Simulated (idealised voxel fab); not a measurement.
This section sets out a process module, namely voxel ribs on slabs.
We display cut, a cross-section 265 nm in width whose square cells are each 5 nm.
If you're reading a cross-section in this doc, picture square cells in a grid; it comes to you as bands, top ones listed first down to the bottom, and a band can be one or more rows of cells.
Basically the band line says how high the top is and how high the bottom is, in nm, and then what's in it from left to right, every material with its width in nm. Empty space shows up as "empty", and if a single material carries "all across" it runs the full band edge to edge.
We count height from 0. Below that, the starting wafer is all one material. The lowest band never ends at the bottom but goes on down; see "0 and below" for how that is written.
Width spec "30->40" -> top row of cells at first value, bottom row at second value, equal per-row change in between.
Step note "no modifications" = no cross-section cell changed.
Any empty space of 8 cells or more lacking an open way to the top shows up in "Sealed-off cavities" as width x height at distance, distance from the left edge, in nm.
If you see something after the settings on a step's line, that's the simulator's own remark about that step.
"overlay nm" on a masked step: distance the mask lay right of its planned place, negative for left.
PROCESS STEPS - PLAN
- 1: RECEIVE,material Si
- 2: DIRECTIONAL_DEP,material SiO2,thk nm 25
- 3: DIRECTIONAL_DEP,material SiN,thk nm 20
- 4: MASKED_ETCH,tone cover,mask id RIB,width nm 20,etch materials SiN,depth nm 15,overlay nm 0
- 5: PATTERN,tone cover,mask id SLAB,material resist,width nm 60,thk nm 15,overlay nm 0
- 6: DIRECTIONAL_ETCH,etch materials SiN,depth nm 5
- 7: STRIP,etch materials resist
- 8: FILL_DEP,material SiO2,thk nm 30
- 9: CMP,height nm 65
- 10: DIRECTIONAL_DEP,material W,thk nm 10
- 11: PATTERN,tone cover,mask id HEATER,material resist,width nm 30,thk nm 20,overlay nm 0
- 12: DIRECTIONAL_ETCH,etch materials W,depth nm 10
- 13: STRIP,etch materials resist
- 14: CONFORMAL_DEP,material SiO2,thk nm 10
HERE'S WHAT THE WAFER LOOKED LIKE IN CROSS-SECTION WHEN IT ARRIVED - THAT'S AFTER STEP 1
  0 and below: Si all across
  Sealed-off cavities: none
WAFER CROSS-SECTION AT END OF MODULE: START AND PLAN AS SHOWN ABOVE, ONE EXECUTION ERROR
  75 down to 65: 115 empty, then 30 W, then 120 empty
  65 down to 45: SiO2 all across
  45 down to 30: 120 SiO2, then 20 SiN, then 125 SiO2
  30 down to 25: 100 SiO2, then 60 SiN, then 105 SiO2
  25 down to 0: SiO2 all across
  0 and below: Si all across
  Sealed-off cavities: none
Misprocessing identified: execution of step 14 of the plan did not take place, the step having been omitted
